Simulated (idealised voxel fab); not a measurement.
The following process module bears the name voxel wiring stack.
225 nm wide, 5 nm square cells: that's cross-section cut.
Format of a cross-section: grid, square cells. Given as bands. Order: top down. Band: one or more rows of cells.
For a band, the entry starts with two heights in nm, that of the top and then that of the bottom, and carries on with the band's materials in order from left to right, each alongside its width in nm; the word "full width" beside a single material means it fills the band edge to edge, and "empty" means empty space.
Zero point of the height axis is 0; under it, received wafer = one material. Lowest band: continues down indefinitely, "top 0, no bottom".
Per-row width for "30 to 40": begins at first number (top row of band), ends at second number (bottom row), increment between rows held constant.
Any step labelled "no change occurred" changed none of the cells in the cross-section.
You'll see "Closed void inventory" listing empty spaces that have no way open to the top, as long as they're 8 cells or more; the notation is width x height at distance, where the distance is from the left edge, and all of it is in nm.
On each step's line, the part that comes after the settings is the simulator's own comment on the step.
When a step includes a mask, the "overlay nm" setting on its line states how far to the right of its planned place that mask lay, and negative values state how far to the left.
SO HERE'S THE LINEUP OF PROCESS STEPS WE PLANNED
1 RECEIVE: material Si
2 CONFORMAL_DEP: material SiO2, thk nm 10
3 CONFORMAL_DEP: material SiN, thk nm 5
4 DIRECTIONAL_DEP: material SiO2, thk nm 20
5 DIRECTIONAL_DEP: material aC, thk nm 10
6 PATTERN: tone open, mask id METAL_1, material resist, width nm 30, pitch nm 55, thk nm 25, overlay nm 0
7 DIRECTIONAL_ETCH: etch materials aC, depth nm 10
8 STRIP: etch materials resist
9 DIRECTIONAL_ETCH: etch materials SiO2, depth nm 20
10 DIRECTIONAL_ETCH: etch materials SiN, depth nm 5
11 STRIP: etch materials aC
12 CONFORMAL_DEP: material TiN, thk nm 5
13 FILL_DEP: material Cu, thk nm 5
14 CMP: height nm 35
15 CONFORMAL_DEP: material SiCN, thk nm 5
16 DIRECTIONAL_DEP: material lowk, thk nm 10
17 DIRECTIONAL_DEP: material aC, thk nm 10
18 PATTERN: tone open, mask id PLUG_1, material resist, width nm 15, thk nm 30, overlay nm 0
19 DIRECTIONAL_ETCH: etch materials aC, depth nm 10
20 STRIP: etch materials resist
21 DIRECTIONAL_ETCH: etch materials lowk, depth nm 10
22 DIRECTIONAL_ETCH: etch materials SiCN, depth nm 5
23 STRIP: etch materials aC
24 EPI: material Ru, thk nm 10
25 EPI: material Ru, thk nm 5
26 CONFORMAL_DEP: material SiN, thk nm 5
27 DIRECTIONAL_DEP: material lowk, thk nm 15
28 DIRECTIONAL_DEP: material aC, thk nm 15
29 PATTERN: tone open, mask id METAL_2, material resist, width nm 30, pitch nm 55, thk nm 30, overlay nm 0
30 DIRECTIONAL_ETCH: etch materials aC, depth nm 15
31 STRIP: etch materials resist
32 DIRECTIONAL_ETCH: etch materials lowk, depth nm 15
33 DIRECTIONAL_ETCH: etch materials SiN, depth nm 5
34 STRIP: etch materials aC
35 CONFORMAL_DEP: material TiN, thk nm 5
36 FILL_DEP: material Ru, thk nm 10
37 CMP: height nm 70
38 CONFORMAL_DEP: material SiCN, thk nm 5
39 DIRECTIONAL_DEP: material SiO2, thk nm 30
40 PATTERN: tone open, mask id METAL_3_HOLES, material resist, width nm 15, thk nm 20, overlay nm 0
41 DIRECTIONAL_ETCH: etch materials SiO2, depth nm 30
42 STRIP: etch materials resist
43 MASKED_ETCH: tone open, mask id METAL_3, width nm 30, pitch nm 55, etch materials SiO2, depth nm 15, overlay nm 0
44 MASKED_ETCH: tone open, mask id METAL_3, width nm 30, pitch nm 55, etch materials SiCN, depth nm 5, overlay nm 0
45 CONFORMAL_DEP: material TiN, thk nm 5
46 FILL_DEP: material Ru, thk nm 10
47 CMP: height nm 105
48 CONFORMAL_DEP: material SiCN, thk nm 5
AS-RECEIVED WAFER CROSS-SECTION (AFTER STEP 1)
- top 0, no bottom | Si full width
- Closed void inventory: none
HERE'S THE CROSS-SECTION OF THE FIRST OF OUR TWO WAFERS AT THE END OF THE MODULE - IT RAN AS PLANNED
- top 110, bottom 105 | SiCN full width
- top 105, bottom 95 | SiO2=70  TiN=5  Ru=20  TiN=5  SiO2=25  TiN=5  Ru=20  TiN=5  SiO2=70
- top 95, bottom 90 | SiO2=70  TiN=5  Ru=5  TiN=20  SiO2=25  TiN=30  SiO2=70
- top 90, bottom 75 | SiO2=70  TiN=5  Ru=5  TiN=5  SiO2=140
- top 75, bottom 70 | SiCN=70  TiN=15  SiCN=140
- top 70, bottom 55 | lowk=70  TiN=5  Ru=20  TiN=5  lowk=25  TiN=5  Ru=20  TiN=5  lowk=70
- top 55, bottom 50 | SiN=70  TiN=30  SiN=25  TiN=30  SiN=70
- top 50, bottom 40 | lowk=70  Ru=15  lowk=140
- top 40, bottom 35 | SiCN=70  Ru=15  SiCN=140
- top 35, bottom 15 | SiO2=70  TiN=5  Cu=20  TiN=5  SiO2=25  TiN=5  Cu=20  TiN=5  SiO2=70
- top 15, bottom 10 | SiN=70  TiN=30  SiN=25  TiN=30  SiN=70
- top 10, bottom 0 | SiO2 full width
- top 0, no bottom | Si full width
- Closed void inventory: none
CROSS-SECTIONAL VIEW: SECOND OF TWO WAFERS, END OF MODULE; START AND PLAN IDENTICAL TO THE FIRST, ONE MISTAKE IN RUNNING
- top 100, bottom 95 | SiCN full width
- top 95, bottom 90 | SiO2=70  TiN=5  Ru=5  TiN=20  SiO2=25  TiN=30  SiO2=70
- top 90, bottom 75 | SiO2=70  TiN=5  Ru=5  TiN=5  SiO2=140
- top 75, bottom 70 | SiCN=70  TiN=15  SiCN=140
- top 70, bottom 55 | lowk=70  TiN=5  Ru=20  TiN=5  lowk=25  TiN=5  Ru=20  TiN=5  lowk=70
- top 55, bottom 50 | SiN=70  TiN=30  SiN=25  TiN=30  SiN=70
- top 50, bottom 40 | lowk=70  Ru=15  lowk=140
- top 40, bottom 35 | SiCN=70  Ru=15  SiCN=140
- top 35, bottom 15 | SiO2=70  TiN=5  Cu=20  TiN=5  SiO2=25  TiN=5  Cu=20  TiN=5  SiO2=70
- top 15, bottom 10 | SiN=70  TiN=30  SiN=25  TiN=30  SiN=70
- top 10, bottom 0 | SiO2 full width
- top 0, no bottom | Si full width
- Closed void inventory: none
Here's what went sideways: step 47 did not use the planned setting and instead ran as CMP: height nm 95
Materials where the second wafer ends with more or fewer cells than the first: Ru: 16 fewer | SiO2: 66 fewer | TiN: 8 fewer
